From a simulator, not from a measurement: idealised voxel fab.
Herein follows the process module entitled voxel wiring stack.
Section cut is 205 nm wide and gridded with 5 nm square cells.
Notation: cross-section as square-cell grid; stated in bands, top first, going down; one or more cell rows per band.
Per band: top height and bottom height in nm, followed by the left-to-right materials and their widths in nm; "full width" marks a single material spanning edge to edge, "blank" marks empty space.
Counting heights begins at 0, where everything beneath is, in the wafer as received, one material. The lowest band has no bottom; it goes on downwards, as "0 -> down" shows.
When a width is written as two numbers, as in "30 to 40", the first number is the width in the top row of cells of the band and the second is the width in its bottom row, and the width changes by the same amount from each row to the next.
It should be understood that the words "no change", when stated for a given step, signify that the cross-section underwent no change in any of its cells during that step.
Listed in "Completely sealed voids": every empty space of 8 or more cells without an open way to the top. Form: width x height at distance, the distance being from the left edge, all in nm.
Anything after a step's settings on that line? It's the simulator's own note about the step.
overlay nm: right-of-plan distance of the mask on a masked step; negative values mean left-of-plan.

[Process steps foreseen in the plan]
1: RECEIVE (material Si)
2: CONFORMAL_DEP (material SiO2; thk nm 10)
3: CONFORMAL_DEP (material SiN; thk nm 5)
4: DIRECTIONAL_DEP (material SiO2; thk nm 20)
5: DIRECTIONAL_DEP (material aC; thk nm 15)
6: PATTERN (tone open; mask id METAL_1; material resist; width nm 25; pitch nm 50; thk nm 35; overlay nm 0)
7: DIRECTIONAL_ETCH (etch materials aC; depth nm 15)
8: STRIP (etch materials resist)
9: DIRECTIONAL_ETCH (etch materials SiO2; depth nm 20)
10: DIRECTIONAL_ETCH (etch materials SiN; depth nm 5)
11: STRIP (etch materials aC)
12: CONFORMAL_DEP (material TiN; thk nm 5)
13: FILL_DEP (material W; thk nm 5)
14: CMP (height nm 35)
15: EPI (material Ru; thk nm 5)
16: FILL_DEP (material SiCN; thk nm 5)
17: DIRECTIONAL_DEP (material lowk; thk nm 35)
18: MASKED_ETCH (tone open; mask id METAL_2_HOLES; width nm 15; pitch nm 50; etch materials lowk; depth nm 35; overlay nm 0)
19: MASKED_ETCH (tone open; mask id METAL_2; width nm 25; pitch nm 50; etch materials lowk; depth nm 20; overlay nm 0)
20: MASKED_ETCH (tone open; mask id METAL_2; width nm 25; pitch nm 50; etch materials SiCN; depth nm 5; overlay nm 0)
21: CONFORMAL_DEP (material TiN; thk nm 5)
22: FILL_DEP (material Cu; thk nm 10)
23: CMP (height nm 80)
24: CONFORMAL_DEP (material SiCN; thk nm 5)
25: DIRECTIONAL_DEP (material SiO2; thk nm 30)
26: PATTERN (tone open; mask id METAL_3_HOLES; material resist; width nm 15; pitch nm 50; thk nm 15; overlay nm 0)
27: DIRECTIONAL_ETCH (etch materials SiO2; depth nm 30)
28: STRIP (etch materials resist)
29: DIRECTIONAL_DEP (material aC; thk nm 15)
30: PATTERN (tone open; mask id METAL_3; material resist; width nm 25; pitch nm 50; thk nm 35; overlay nm 0)
31: DIRECTIONAL_ETCH (etch materials aC; depth nm 15)
32: STRIP (etch materials resist)
33: DIRECTIONAL_ETCH (etch materials SiO2; depth nm 20)
34: DIRECTIONAL_ETCH (etch materials SiCN; depth nm 5)
35: STRIP (etch materials aC)
36: CONFORMAL_DEP (material TiN; thk nm 5)
37: FILL_DEP (material Ru; thk nm 10)
38: CMP (height nm 115)
39: CONFORMAL_DEP (material SiCN; thk nm 5)

[Here's what the wafer looked like in cross-section when it arrived - that's after step 1]
* 0 -> down: Si full width
* Completely sealed voids: none

[First of two wafers, end-of-module section, run followed plan]
* 120 -> 115: SiCN full width
* 115 -> 100: 40 SiO2 / 5 TiN / 15 Ru / 5 TiN / 25 SiO2 / 5 TiN / 15 Ru / 5 TiN / 25 SiO2 / 5 TiN / 15 Ru / 5 TiN / 40 SiO2
* 100 -> 95: 40 SiO2 / 5 TiN / 5 Ru / 15 TiN / 25 SiO2 / 5 TiN / 5 Ru / 15 TiN / 25 SiO2 / 5 TiN / 5 Ru / 15 TiN / 40 SiO2
* 95 -> 85: 40 SiO2 / 5 TiN / 5 Ru / 5 TiN / 35 SiO2 / 5 TiN / 5 Ru / 5 TiN / 35 SiO2 / 5 TiN / 5 Ru / 5 TiN / 50 SiO2
* 85 -> 80: 40 SiCN / 15 TiN / 35 SiCN / 15 TiN / 35 SiCN / 15 TiN / 50 SiCN
* 80 -> 65: 40 lowk / 5 TiN / 15 Cu / 5 TiN / 25 lowk / 5 TiN / 15 Cu / 5 TiN / 25 lowk / 5 TiN / 15 Cu / 5 TiN / 40 lowk
* 65 -> 60: 40 lowk / 5 TiN / 5 Cu / 15 TiN / 25 lowk / 5 TiN / 5 Cu / 15 TiN / 25 lowk / 5 TiN / 5 Cu / 15 TiN / 40 lowk
* 60 -> 45: 40 lowk / 5 TiN / 5 Cu / 5 TiN / 35 lowk / 5 TiN / 5 Cu / 5 TiN / 35 lowk / 5 TiN / 5 Cu / 5 TiN / 50 lowk
* 45 -> 40: 40 SiCN / 15 TiN / 35 SiCN / 15 TiN / 35 SiCN / 15 TiN / 50 SiCN
* 40 -> 35: 35 SiCN / 35 Ru / 15 SiCN / 35 Ru / 15 SiCN / 35 Ru / 35 SiCN
* 35 -> 15: 40 SiO2 / 5 TiN / 15 W / 5 TiN / 25 SiO2 / 5 TiN / 15 W / 5 TiN / 25 SiO2 / 5 TiN / 15 W / 5 TiN / 40 SiO2
* 15 -> 10: 40 SiN / 25 TiN / 25 SiN / 25 TiN / 25 SiN / 25 TiN / 40 SiN
* 10 -> 0: SiO2 full width
* 0 -> down: Si full width
* Completely sealed voids: none

[Wafer two, end of module, cross-section. Same start, same plan as wafer one. One mistake in the run]
* 120 -> 115: SiCN full width
* 115 -> 100: 40 SiO2 / 5 TiN / 15 Ru / 5 TiN / 25 SiO2 / 5 TiN / 15 Ru / 5 TiN / 25 SiO2 / 5 TiN / 15 Ru / 5 TiN / 40 SiO2
* 100 -> 95: 40 SiO2 / 5 TiN / 5 Ru / 15 TiN / 25 SiO2 / 5 TiN / 5 Ru / 15 TiN / 25 SiO2 / 5 TiN / 5 Ru / 15 TiN / 40 SiO2
* 95 -> 85: 40 SiO2 / 5 TiN / 5 Ru / 5 TiN / 35 SiO2 / 5 TiN / 5 Ru / 5 TiN / 35 SiO2 / 5 TiN / 5 Ru / 5 TiN / 50 SiO2
* 85 -> 80: 40 SiCN / 15 TiN / 35 SiCN / 15 TiN / 35 SiCN / 15 TiN / 50 SiCN
* 80 -> 55: 40 lowk / 5 TiN / 15 Cu / 5 TiN / 25 lowk / 5 TiN / 15 Cu / 5 TiN / 25 lowk / 5 TiN / 15 Cu / 5 TiN / 40 lowk
* 55 -> 45: 40 lowk / 5 TiN / 5 Cu / 15 to 5 TiN / 25 to 35 lowk / 5 TiN / 5 Cu / 15 to 5 TiN / 25 to 35 lowk / 5 TiN / 5 Cu / 15 to 5 TiN / 40 to 50 lowk
* 45 -> 40: 40 SiCN / 15 TiN / 35 SiCN / 15 TiN / 35 SiCN / 15 TiN / 50 SiCN
* 40 -> 35: 35 SiCN / 35 Ru / 15 SiCN / 35 Ru / 15 SiCN / 35 Ru / 35 SiCN
* 35 -> 15: 40 SiO2 / 5 TiN / 15 W / 5 TiN / 25 SiO2 / 5 TiN / 15 W / 5 TiN / 25 SiO2 / 5 TiN / 15 W / 5 TiN / 40 SiO2
* 15 -> 10: 40 SiN / 25 TiN / 25 SiN / 25 TiN / 25 SiN / 25 TiN / 40 SiN
* 10 -> 0: SiO2 full width
* 0 -> down: Si full width
* Completely sealed voids: none
It is concluded that the wafer was processed incorrectly with respect to the plan, in that step 19: run off-plan, actual operation and settings MASKED_ETCH (tone open; mask id METAL_2; width nm 25; pitch nm 50; etch materials lowk; depth nm 30; overlay nm 0)
Looking at both finished wafers in cells, the second ends up ahead of or behind the first on some materials: +12 Cu | -12 lowk
